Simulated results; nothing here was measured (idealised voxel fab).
process module | voxel plated lines
The width of the displayed cross-section, cut, is 195 nm; its cells are square, with a size of 5 nm.
A cross-section in this document is a grid of square cells, and it is written down as bands, the top band listed before the ones below it; a band is made up of one or more rows of cells. Read a band's entry like this: the first values are the height of its top and the height of its bottom in nm, and what follows is the sequence of materials from left to right, each with its width in nm. Note that "air" is empty space, and that a single material marked "full width" reaches across the band from edge to edge. Heights are measured from 0, the level below which the as-received wafer is all one material; the lowest band has no bottom and continues downward, written as in "z 0 and below". When a width is written as two numbers, as in "30..40", the first number is the width in the top row of cells of the band and the second is the width in its bottom row, and the width changes by the same amount from each row to the next. Reading "identical to before" for a step: not a cell of the cross-section changed in it. In "Closed void table" the enclosed voids are listed, meaning empty spaces of 8 cells or larger without any opening to the top. The form is width x height at distance, distance from the left edge, units nm. Step line, after settings: the simulator's comment on this step. "overlay nm", when on a step's line for a step with a mask, measures how far to the right of its planned place the mask lay; a negative measure means to the left.

-- Below is the list of planned process steps
1. RECEIVE,material Si
2. CONFORMAL_DEP,material SiN,thk nm 10
3. DIRECTIONAL_DEP,material TiN,thk nm 5
4. PATTERN,tone open,mask id LINES,material resist,width nm 20,pitch nm 40,thk nm 15,overlay nm 0
5. EPI,material Ru,thk nm 5
6. STRIP,etch materials resist
7. DIRECTIONAL_ETCH,etch materials TiN,depth nm 5
8. CONFORMAL_DEP,material SiCN,thk nm 10
Keep in mind the plan's value for the thk nm of step 3 comes from the first wafer; the wafers don't share that setting, but they do share the same starting point.

-- Sectional view: first of several wafers, as received, after step 1
> z 0 and below: Si full width
> Closed void table: none

-- After the module's final step, step 8: the first of several wafers in cross-section
> z 30 to 20: 35 nm air / 120 nm SiCN / 40 nm air
> z 20 to 15: 45 nm SiCN / 20 nm Ru / 20 nm SiCN / 20 nm Ru / 20 nm SiCN / 20 nm Ru / 50 nm SiCN
> z 15 to 10: 45 nm SiCN / 20 nm TiN / 20 nm SiCN / 20 nm TiN / 20 nm SiCN / 20 nm TiN / 50 nm SiCN
> z 10 to 0: SiN full width
> z 0 and below: Si full width
> Closed void table: none

-- So this is the cross-section on the last wafer at the end of the module
> z 45 to 35: 35 nm air / 120 nm SiCN / 40 nm air
> z 35 to 30: 45 nm SiCN / 20 nm Ru / 20 nm SiCN / 20 nm Ru / 20 nm SiCN / 20 nm Ru / 50 nm SiCN
> z 30 to 25: 45 nm SiCN / 20 nm TiN / 20 nm SiCN / 20 nm TiN / 20 nm SiCN / 20 nm TiN / 50 nm SiCN
> z 25 to 10: TiN full width
> z 10 to 0: SiN full width
> z 0 and below: Si full width
> Closed void table: none

-- each wafer at the end: cells of each material gained (+) or lost (-) since it was received, then its closed voids
thk nm 5; +12 Ru; +102 SiCN; +78 SiN; +12 TiN; Closed void table: none
thk nm 10; +12 Ru; +102 SiCN; +78 SiN; +51 TiN; Closed void table: none
thk nm 15; +12 Ru; +102 SiCN; +78 SiN; +90 TiN; Closed void table: none
thk nm 20; +12 Ru; +102 SiCN; +78 SiN; +129 TiN; Closed void table: none
